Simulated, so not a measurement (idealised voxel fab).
Presented below is a process module, voxel ribs on slabs.
For reference, the cross-section in this document is cut, with width 140 nm and square cells of 5 nm.
Think of the cross-section as a grid of square cells. We describe it in bands, top to bottom, and each band covers one or more rows of those cells.
Per band: top height and bottom height in nm, followed by the left-to-right materials and their widths in nm; "everywhere" marks a single material spanning edge to edge, "air" marks empty space.
A quick word on heights: they are counted from 0, and under that level the wafer as it came to us is one material throughout. The lowest band is different from the rest in having no bottom; it simply continues downward, written as in "0..down".
Per-row width for "30 to 40": begins at first number (top row of band), ends at second number (bottom row), increment between rows held constant.
Key: "no alteration" - step with no changed cell in the cross-section.
If an empty space has no open way to the top and is at least 8 cells in size, "Closed void inventory" lists it, written width x height at distance, where distance is measured from the left edge and every value is in nm.
On each step's line, the part that comes after the settings is the simulator's own comment on the step.
overlay nm: step with mask; distance mask lay right of planned place; negative value = left of planned place.
Layout of what follows: cross-section pairs, each bracketing one process step, the after cross-section shown only to the lowest band that changed, the step between and its settings noted under each pair. Pairs may originate in different runs of this module on the same starting wafer; a pair continues from the pair above only where its entry headed "Pre-step snapshot" says so.

Pre-step snapshot:
* 0..down = Si everywhere
* Closed void inventory: none

As Processed:
* 30..0 = SiO2 everywhere
* Note: structure below 0 unchanged.
* Closed void inventory: none
the step between: DIRECTIONAL_DEP, material SiO2, thk nm 30

Pre-step snapshot: this step begins from the cross-section that the pair just above shows after its step.

As Processed:
* 45..30 = polySi everywhere
* Note: structure below 30 unchanged.
* Closed void inventory: none
the step between: DIRECTIONAL_DEP, material polySi, thk nm 15

Pre-step snapshot: this step begins from the cross-section that the pair just above shows after its step.

As Processed:
* 45..40 = 55 air  30 polySi  55 air
* Note: structure below 40 unchanged.
* Closed void inventory: none
the step between: MASKED_ETCH, tone cover, mask id RIB, width nm 30, etch materials polySi, depth nm 5, overlay nm 0

Pre-step snapshot: this step begins from the cross-section that the pair just above shows after its step.

As Processed:
* 60..45 = 25 air  90 resist  25 air
* 45..40 = 25 air  30 resist  30 polySi  30 resist  25 air
* Note: structure below 40 unchanged.
* Closed void inventory: none
the step between: PATTERN, tone cover, mask id SLAB, material resist, width nm 90, thk nm 15, overlay nm 0

Pre-step snapshot: this step begins from the cross-section that the pair just above shows after its step.

As Processed:
* 60..45 = 25 air  90 resist  25 air
* 45..40 = 25 air  30 resist  30 polySi  30 resist  25 air
* 40..30 = 25 air  90 polySi  25 air
* Note: structure below 30 unchanged.
* Closed void inventory: none
the step between: DIRECTIONAL_ETCH, etch materials polySi, depth nm 10

Pre-step snapshot: this step begins from the cross-section that the pair just above shows after its step.

As Processed:
* 45..40 = 55 air  30 polySi  55 air
* Note: structure below 40 unchanged.
* Closed void inventory: none
the step between: STRIP, etch materials resist

Pre-step snapshot: this step begins from the cross-section that the pair just above shows after its step.

As Processed:
* 75..45 = SiO2 everywhere
* 45..40 = 55 SiO2  30 polySi  55 SiO2
* 40..30 = 25 SiO2  90 polySi  25 SiO2
* Note: structure below 30 unchanged.
* Closed void inventory: none
the step between: FILL_DEP, material SiO2, thk nm 30

Pre-step snapshot: this step begins from the cross-section that the pair just above shows after its step.

As Processed:
* 65..45 = SiO2 everywhere
* Note: structure below 45 unchanged.
* Closed void inventory: none
the step between: CMP, height nm 65

Pre-step snapshot: this step begins from the cross-section that the pair just above shows after its step.

As Processed:
* 75..65 = W everywhere
* Note: structure below 65 unchanged.
* Closed void inventory: none
the step between: DIRECTIONAL_DEP, material W, thk nm 10

Pre-step snapshot: this step begins from the cross-section that the pair just above shows after its step.

As Processed:
* 90..75 = 50 air  40 resist  50 air
* Note: structure below 75 unchanged.
* Closed void inventory: none
the step between: PATTERN, tone cover, mask id HEATER, material resist, width nm 40, thk nm 15, overlay nm 0

Pre-step snapshot: this step begins from the cross-section that the pair just above shows after its step.

As Processed:
* 90..75 = 50 air  40 resist  50 air
* 75..65 = 50 air  40 W  50 air
* Note: structure below 65 unchanged.
* Closed void inventory: none
the step between: DIRECTIONAL_ETCH, etch materials W, depth nm 10

Pre-step snapshot: this step begins from the cross-section that the pair just above shows after its step.

As Processed:
* 75..65 = 50 air  40 W  50 air
* Note: structure below 65 unchanged.
* Closed void inventory: none
the step between: STRIP, etch materials resist

Pre-step snapshot: this step begins from the cross-section that the pair just above shows after its step.

As Processed:
* 85..75 = 40 air  60 SiO2  40 air
* 75..65 = 50 SiO2  40 W  50 SiO2
* Note: structure below 65 unchanged.
* Closed void inventory: none
the step between: CONFORMAL_DEP, material SiO2, thk nm 10

Pre-step snapshot:
* 45..30 = polySi everywhere
* 30..0 = SiO2 everywhere
* 0..down = Si everywhere
* Closed void inventory: none

As Processed:
* 60..30 = polySi everywhere
* Note: structure below 30 unchanged.
* Closed void inventory: none
the step between: DIRECTIONAL_DEP, material polySi, thk nm 15

Pre-step snapshot: this step begins from the cross-section that the pair just above shows after its step.

As Processed:
* 60..55 = 55 air  30 polySi  55 air
* Note: structure below 55 unchanged.
* Closed void inventory: none
the step between: MASKED_ETCH, tone cover, mask id RIB, width nm 30, etch materials polySi, depth nm 5, overlay nm 0

Pre-step snapshot: this step begins from the cross-section that the pair just above shows after its step.

As Processed:
* 75..60 = 25 air  90 resist  25 air
* 60..55 = 25 air  30 resist  30 polySi  30 resist  25 air
* Note: structure below 55 unchanged.
* Closed void inventory: none
the step between: PATTERN, tone cover, mask id SLAB, material resist, width nm 90, thk nm 15, overlay nm 0

Pre-step snapshot: this step begins from the cross-section that the pair just above shows after its step.

As Processed:
* 75..60 = 25 air  90 resist  25 air
* 60..55 = 25 air  30 resist  30 polySi  30 resist  25 air
* 55..45 = 25 air  90 polySi  25 air
* Note: structure below 45 unchanged.
* Closed void inventory: none
the step between: DIRECTIONAL_ETCH, etch materials polySi, depth nm 10

Pre-step snapshot: this step begins from the cross-section that the pair just above shows after its step.

As Processed:
* 60..55 = 55 air  30 polySi  55 air
* Note: structure below 55 unchanged.
* Closed void inventory: none
the step between: STRIP, etch materials resist

Pre-step snapshot: this step begins from the cross-section that the pair just above shows after its step.

As Processed:
* 90..60 = SiO2 everywhere
* 60..55 = 55 SiO2  30 polySi  55 SiO2
* 55..45 = 25 SiO2  90 polySi  25 SiO2
* Note: structure below 45 unchanged.
* Closed void inventory: none
the step between: FILL_DEP, material SiO2, thk nm 30

Pre-step snapshot: this step begins from the cross-section that the pair just above shows after its step.

As Processed:
* 65..60 = SiO2 everywhere
* Note: structure below 60 unchanged.
* Closed void inventory: none
the step between: CMP, height nm 65

Pre-step snapshot: this step begins from the cross-section that the pair just above shows after its step.

As Processed:
* 75..65 = W everywhere
* Note: structure below 65 unchanged.
* Closed void inventory: none
the step between: DIRECTIONAL_DEP, material W, thk nm 10

Pre-step snapshot: this step begins from the cross-section that the pair just above shows after its step.

As Processed:
* 90..75 = 50 air  40 resist  50 air
* Note: structure below 75 unchanged.
* Closed void inventory: none
the step between: PATTERN, tone cover, mask id HEATER, material resist, width nm 40, thk nm 15, overlay nm 0

Pre-step snapshot: this step begins from the cross-section that the pair just above shows after its step.

As Processed:
* 90..75 = 50 air  40 resist  50 air
* 75..65 = 50 air  40 W  50 air
* Note: structure below 65 unchanged.
* Closed void inventory: none
the step between: DIRECTIONAL_ETCH, etch materials W, depth nm 10

Pre-step snapshot: this step begins from the cross-section that the pair just above shows after its step.

As Processed:
* 75..65 = 50 air  40 W  50 air
* Note: structure below 65 unchanged.
* Closed void inventory: none
the step between: STRIP, etch materials resist

Pre-step snapshot: this step begins from the cross-section that the pair just above shows after its step.

As Processed:
* 85..75 = 40 air  60 SiO2  40 air
* 75..65 = 50 SiO2  40 W  50 SiO2
* Note: structure below 65 unchanged.
* Closed void inventory: none
the step between: CONFORMAL_DEP, material SiO2, thk nm 10

Pre-step snapshot:
* 0..down = Si everywhere
* Closed void inventory: none

As Processed:
* 15..0 = polySi everywhere
* Note: structure below 0 unchanged.
* Closed void inventory: none
the step between: DIRECTIONAL_DEP, material polySi, thk nm 15

Pre-step snapshot: this step begins from the cross-section that the pair just above shows after its step.

As Processed:
* 45..15 = SiO2 everywhere
* Note: structure below 15 unchanged.
* Closed void inventory: none
the step between: DIRECTIONAL_DEP, material SiO2, thk nm 30

Pre-step snapshot: this step begins from the cross-section that the pair just above shows after its step.

As Processed:
* 60..45 = 25 air  90 resist  25 air
* Note: structure below 45 unchanged.
* Closed void inventory: none
the step between: PATTERN, tone cover, mask id SLAB, material resist, width nm 90, thk nm 15, overlay nm 0

Pre-step snapshot: this step begins from the cross-section that the pair just above shows after its step.

As Processed:
* 45..15 = SiO2 everywhere
* Note: structure below 15 unchanged.
* Closed void inventory: none
the step between: STRIP, etch materials resist

Pre-step snapshot: this step begins from the cross-section that the pair just above shows after its step.

As Processed:
* 75..15 = SiO2 everywhere
* Note: structure below 15 unchanged.
* Closed void inventory: none
the step between: FILL_DEP, material SiO2, thk nm 30

Pre-step snapshot: this step begins from the cross-section that the pair just above shows after its step.

As Processed:
* 65..15 = SiO2 everywhere
* Note: structure below 15 unchanged.
* Closed void inventory: none
the step between: CMP, height nm 65

Pre-step snapshot: this step begins from the cross-section that the pair just above shows after its step.

As Processed:
* 75..65 = W everywhere
* Note: structure below 65 unchanged.
* Closed void inventory: none
the step between: DIRECTIONAL_DEP, material W, thk nm 10

Pre-step snapshot: this step begins from the cross-section that the pair just above shows after its step.

As Processed:
* 90..75 = 50 air  40 resist  50 air
* Note: structure below 75 unchanged.
* Closed void inventory: none
the step between: PATTERN, tone cover, mask id HEATER, material resist, width nm 40, thk nm 15, overlay nm 0

Pre-step snapshot: this step begins from the cross-section that the pair just above shows after its step.

As Processed:
* 90..75 = 50 air  40 resist  50 air
* 75..65 = 50 air  40 W  50 air
* Note: structure below 65 unchanged.
* Closed void inventory: none
the step between: DIRECTIONAL_ETCH, etch materials W, depth nm 10

Pre-step snapshot: this step begins from the cross-section that the pair just above shows after its step.

As Processed:
* 75..65 = 50 air  40 W  50 air
* Note: structure below 65 unchanged.
* Closed void inventory: none
the step between: STRIP, etch materials resist

Pre-step snapshot: this step begins from the cross-section that the pair just above shows after its step.

As Processed:
* 85..75 = 40 air  60 SiO2  40 air
* 75..65 = 50 SiO2  40 W  50 SiO2
* Note: structure below 65 unchanged.
* Closed void inventory: none
the step between: CONFORMAL_DEP, material SiO2, thk nm 10

Pre-step snapshot:
* 90..75 = 50 air  40 resist  50 air
* 75..65 = W everywhere
* 65..45 = SiO2 everywhere
* 45..40 = 55 SiO2  30 polySi  55 SiO2
* 40..30 = 25 SiO2  90 polySi  25 SiO2
* 30..0 = SiO2 everywhere
* 0..down = Si everywhere
* Closed void inventory: none

As Processed:
* 90..75 = 50 air  40 resist  50 air
* 75..70 = 50 air  40 W  50 air
* Note: structure below 70 unchanged.
* Closed void inventory: none
the step between: DIRECTIONAL_ETCH, etch materials W, depth nm 5

Pre-step snapshot: this step begins from the cross-section that the pair just above shows after its step.

As Processed:
* 75..70 = 50 air  40 W  50 air
* Note: structure below 70 unchanged.
* Closed void inventory: none
the step between: STRIP, etch materials resist

Pre-step snapshot: this step begins from the cross-section that the pair just above shows after its step.

As Processed:
* 85..80 = 40 air  60 SiO2  40 air
* 80..75 = SiO2 everywhere
* 75..70 = 50 SiO2  40 W  50 SiO2
* Note: structure below 70 unchanged.
* Closed void inventory: none
the step between: CONFORMAL_DEP, material SiO2, thk nm 10

Pre-step snapshot:
* 45..40 = 55 air  30 polySi  55 air
* 40..30 = polySi everywhere
* 30..0 = SiO2 everywhere
* 0..down = Si everywhere
* Closed void inventory: none

As Processed:
* 60..45 = 20 air  100 resist  20 air
* 45..40 = 20 air  35 resist  30 polySi  35 resist  20 air
* Note: structure below 40 unchanged.
* Closed void inventory: none
the step between: PATTERN, tone cover, mask id SLAB, material resist, width nm 100, thk nm 15, overlay nm 0

Pre-step snapshot: this step begins from the cross-section that the pair just above shows after its step.

As Processed:
* 60..45 = 20 air  100 resist  20 air
* 45..40 = 20 air  35 resist  30 polySi  35 resist  20 air
* 40..30 = 20 air  100 polySi  20 air
* Note: structure below 30 unchanged.
* Closed void inventory: none
the step between: DIRECTIONAL_ETCH, etch materials polySi, depth nm 10

Pre-step snapshot: this step begins from the cross-section that the pair just above shows after its step.

As Processed:
* 45..40 = 55 air  30 polySi  55 air
* Note: structure below 40 unchanged.
* Closed void inventory: none
the step between: STRIP, etch materials resist

Pre-step snapshot: this step begins from the cross-section that the pair just above shows after its step.

As Processed:
* 75..45 = SiO2 everywhere
* 45..40 = 55 SiO2  30 polySi  55 SiO2
* 40..30 = 20 SiO2  100 polySi  20 SiO2
* Note: structure below 30 unchanged.
* Closed void inventory: none
the step between: FILL_DEP, material SiO2, thk nm 30

Pre-step snapshot: this step begins from the cross-section that the pair just above shows after its step.

As Processed:
* 65..45 = SiO2 everywhere
* Note: structure below 45 unchanged.
* Closed void inventory: none
the step between: CMP, height nm 65

Pre-step snapshot: this step begins from the cross-section that the pair just above shows after its step.

As Processed:
* 75..65 = W everywhere
* Note: structure below 65 unchanged.
* Closed void inventory: none
the step between: DIRECTIONAL_DEP, material W, thk nm 10

Pre-step snapshot: this step begins from the cross-section that the pair just above shows after its step.

As Processed:
* 90..75 = 50 air  40 resist  50 air
* Note: structure below 75 unchanged.
* Closed void inventory: none
the step between: PATTERN, tone cover, mask id HEATER, material resist, width nm 40, thk nm 15, overlay nm 0

Pre-step snapshot: this step begins from the cross-section that the pair just above shows after its step.

As Processed:
* 90..75 = 50 air  40 resist  50 air
* 75..65 = 50 air  40 W  50 air
* Note: structure below 65 unchanged.
* Closed void inventory: none
the step between: DIRECTIONAL_ETCH, etch materials W, depth nm 10

Pre-step snapshot: this step begins from the cross-section that the pair just above shows after its step.

As Processed:
* 75..65 = 50 air  40 W  50 air
* Note: structure below 65 unchanged.
* Closed void inventory: none
the step between: STRIP, etch materials resist

Pre-step snapshot: this step begins from the cross-section that the pair just above shows after its step.

As Processed:
* 85..75 = 40 air  60 SiO2  40 air
* 75..65 = 50 SiO2  40 W  50 SiO2
* Note: structure below 65 unchanged.
* Closed void inventory: none
the step between: CONFORMAL_DEP, material SiO2, thk nm 10

Pre-step snapshot:
* 45..30 = polySi everywhere
* 30..0 = SiO2 everywhere
* 0..down = Si everywhere
* Closed void inventory: none

As Processed:
* 45..40 = 50 air  30 polySi  60 air
* Note: structure below 40 unchanged.
* Closed void inventory: none
the step between: MASKED_ETCH, tone cover, mask id RIB, width nm 30, etch materials polySi, depth nm 5, overlay nm -5

Pre-step snapshot: this step begins from the cross-section that the pair just above shows after its step.

As Processed:
* 60..45 = 25 air  90 resist  25 air
* 45..40 = 25 air  25 resist  30 polySi  35 resist  25 air
* Note: structure below 40 unchanged.
* Closed void inventory: none
the step between: PATTERN, tone cover, mask id SLAB, material resist, width nm 90, thk nm 15, overlay nm 0

Pre-step snapshot: this step begins from the cross-section that the pair just above shows after its step.

As Processed:
* 60..45 = 25 air  90 resist  25 air
* 45..40 = 25 air  25 resist  30 polySi  35 resist  25 air
* 40..30 = 25 air  90 polySi  25 air
* Note: structure below 30 unchanged.
* Closed void inventory: none
the step between: DIRECTIONAL_ETCH, etch materials polySi, depth nm 10

Pre-step snapshot: this step begins from the cross-section that the pair just above shows after its step.

As Processed:
* 45..40 = 50 air  30 polySi  60 air
* Note: structure below 40 unchanged.
* Closed void inventory: none
the step between: STRIP, etch materials resist

Pre-step snapshot: this step begins from the cross-section that the pair just above shows after its step.

As Processed:
* 75..45 = SiO2 everywhere
* 45..40 = 50 SiO2  30 polySi  60 SiO2
* 40..30 = 25 SiO2  90 polySi  25 SiO2
* Note: structure below 30 unchanged.
* Closed void inventory: none
the step between: FILL_DEP, material SiO2, thk nm 30

Pre-step snapshot: this step begins from the cross-section that the pair just above shows after its step.

As Processed:
* 65..45 = SiO2 everywhere
* Note: structure below 45 unchanged.
* Closed void inventory: none
the step between: CMP, height nm 65

Pre-step snapshot: this step begins from the cross-section that the pair just above shows after its step.

As Processed:
* 75..65 = W everywhere
* Note: structure below 65 unchanged.
* Closed void inventory: none
the step between: DIRECTIONAL_DEP, material W, thk nm 10

Pre-step snapshot: this step begins from the cross-section that the pair just above shows after its step.

As Processed:
* 90..75 = 50 air  40 resist  50 air
* Note: structure below 75 unchanged.
* Closed void inventory: none
the step between: PATTERN, tone cover, mask id HEATER, material resist, width nm 40, thk nm 15, overlay nm 0

Pre-step snapshot: this step begins from the cross-section that the pair just above shows after its step.

As Processed:
* 90..75 = 50 air  40 resist  50 air
* 75..65 = 50 air  40 W  50 air
* Note: structure below 65 unchanged.
* Closed void inventory: none
the step between: DIRECTIONAL_ETCH, etch materials W, depth nm 10

Pre-step snapshot: this step begins from the cross-section that the pair just above shows after its step.

As Processed:
* 75..65 = 50 air  40 W  50 air
* Note: structure below 65 unchanged.
* Closed void inventory: none
the step between: STRIP, etch materials resist

Pre-step snapshot: this step begins from the cross-section that the pair just above shows after its step.

As Processed:
* 85..75 = 40 air  60 SiO2  40 air
* 75..65 = 50 SiO2  40 W  50 SiO2
* Note: structure below 65 unchanged.
* Closed void inventory: none
the step between: CONFORMAL_DEP, material SiO2, thk nm 10

Pre-step snapshot:
* 30..0 = SiO2 everywhere
* 0..down = Si everywhere
* Closed void inventory: none

As Processed:
* 45..0 = SiO2 everywhere
* Note: structure below 0 unchanged.
* Closed void inventory: none
the step between: DIRECTIONAL_DEP, material SiO2, thk nm 15

Pre-step snapshot: this step begins from the cross-section that the pair just above shows after its step.

As Processed:
* 60..45 = 25 air  90 resist  25 air
* Note: structure below 45 unchanged.
* Closed void inventory: none
the step between: PATTERN, tone cover, mask id SLAB, material resist, width nm 90, thk nm 15, overlay nm 0

Pre-step snapshot: this step begins from the cross-section that the pair just above shows after its step.

As Processed:
* 45..0 = SiO2 everywhere
* Note: structure below 0 unchanged.
* Closed void inventory: none
the step between: STRIP, etch materials resist

Pre-step snapshot: this step begins from the cross-section that the pair just above shows after its step.

As Processed:
* 75..0 = SiO2 everywhere
* Note: structure below 0 unchanged.
* Closed void inventory: none
the step between: FILL_DEP, material SiO2, thk nm 30

Pre-step snapshot: this step begins from the cross-section that the pair just above shows after its step.

As Processed:
* 65..0 = SiO2 everywhere
* Note: structure below 0 unchanged.
* Closed void inventory: none
the step between: CMP, height nm 65

Pre-step snapshot: this step begins from the cross-section that the pair just above shows after its step.

As Processed:
* 75..65 = W everywhere
* Note: structure below 65 unchanged.
* Closed void inventory: none
the step between: DIRECTIONAL_DEP, material W, thk nm 10

Pre-step snapshot: this step begins from the cross-section that the pair just above shows after its step.

As Processed:
* 90..75 = 50 air  40 resist  50 air
* Note: structure below 75 unchanged.
* Closed void inventory: none
the step between: PATTERN, tone cover, mask id HEATER, material resist, width nm 40, thk nm 15, overlay nm 0

Pre-step snapshot: this step begins from the cross-section that the pair just above shows after its step.

As Processed:
* 90..75 = 50 air  40 resist  50 air
* 75..65 = 50 air  40 W  50 air
* Note: structure below 65 unchanged.
* Closed void inventory: none
the step between: DIRECTIONAL_ETCH, etch materials W, depth nm 10

Pre-step snapshot: this step begins from the cross-section that the pair just above shows after its step.

As Processed:
* 75..65 = 50 air  40 W  50 air
* Note: structure below 65 unchanged.
* Closed void inventory: none
the step between: STRIP, etch materials resist

Pre-step snapshot: this step begins from the cross-section that the pair just above shows after its step.

As Processed:
* 85..75 = 40 air  60 SiO2  40 air
* 75..65 = 50 SiO2  40 W  50 SiO2
* Note: structure below 65 unchanged.
* Closed void inventory: none
the step between: CONFORMAL_DEP, material SiO2, thk nm 10

Pre-step snapshot:
* 45..40 = 55 air  30 polySi  55 air
* 40..30 = polySi everywhere
* 30..0 = SiO2 everywhere
* 0..down = Si everywhere
* Closed void inventory: none

As Processed:
* 60..45 = 25 resist  90 air  25 resist
* 45..40 = 25 resist  30 air  30 polySi  30 air  25 resist
* Note: structure below 40 unchanged.
* Closed void inventory: none
the step between: PATTERN, tone open, mask id SLAB, material resist, width nm 90, thk nm 15, overlay nm 0

Pre-step snapshot: this step begins from the cross-section that the pair just above shows after its step.

As Processed:
* 60..40 = 25 resist  90 air  25 resist
* 40..35 = 25 polySi  90 air  25 polySi
* 35..30 = 25 polySi  30 air  30 polySi  30 air  25 polySi
* Note: structure below 30 unchanged.
* Closed void inventory: none
the step between: DIRECTIONAL_ETCH, etch materials polySi, depth nm 10

Pre-step snapshot: this step begins from the cross-section that the pair just above shows after its step.

As Processed:
* 40..35 = 25 polySi  90 air  25 polySi
* Note: structure below 35 unchanged.
* Closed void inventory: none
the step between: STRIP, etch materials resist

Pre-step snapshot: this step begins from the cross-section that the pair just above shows after its step.

As Processed:
* 70..40 = SiO2 everywhere
* 40..35 = 25 polySi  90 SiO2  25 polySi
* 35..30 = 25 polySi  30 SiO2  30 polySi  30 SiO2  25 polySi
* Note: structure below 30 unchanged.
* Closed void inventory: none
the step between: FILL_DEP, material SiO2, thk nm 30

Pre-step snapshot: this step begins from the cross-section that the pair just above shows after its step.

As Processed:
* 65..40 = SiO2 everywhere
* Note: structure below 40 unchanged.
* Closed void inventory: none
the step between: CMP, height nm 65

Pre-step snapshot: this step begins from the cross-section that the pair just above shows after its step.

As Processed:
* 75..65 = W everywhere
* Note: structure below 65 unchanged.
* Closed void inventory: none
the step between: DIRECTIONAL_DEP, material W, thk nm 10

Pre-step snapshot: this step begins from the cross-section that the pair just above shows after its step.

As Processed:
* 90..75 = 50 air  40 resist  50 air
* Note: structure below 75 unchanged.
* Closed void inventory: none
the step between: PATTERN, tone cover, mask id HEATER, material resist, width nm 40, thk nm 15, overlay nm 0

Pre-step snapshot: this step begins from the cross-section that the pair just above shows after its step.

As Processed:
* 90..75 = 50 air  40 resist  50 air
* 75..65 = 50 air  40 W  50 air
* Note: structure below 65 unchanged.
* Closed void inventory: none
the step between: DIRECTIONAL_ETCH, etch materials W, depth nm 10

Pre-step snapshot: this step begins from the cross-section that the pair just above shows after its step.

As Processed:
* 75..65 = 50 air  40 W  50 air
* Note: structure below 65 unchanged.
* Closed void inventory: none
the step between: STRIP, etch materials resist

Pre-step snapshot: this step begins from the cross-section that the pair just above shows after its step.

As Processed:
* 85..75 = 40 air  60 SiO2  40 air
* 75..65 = 50 SiO2  40 W  50 SiO2
* Note: structure below 65 unchanged.
* Closed void inventory: none
the step between: CONFORMAL_DEP, material SiO2, thk nm 10
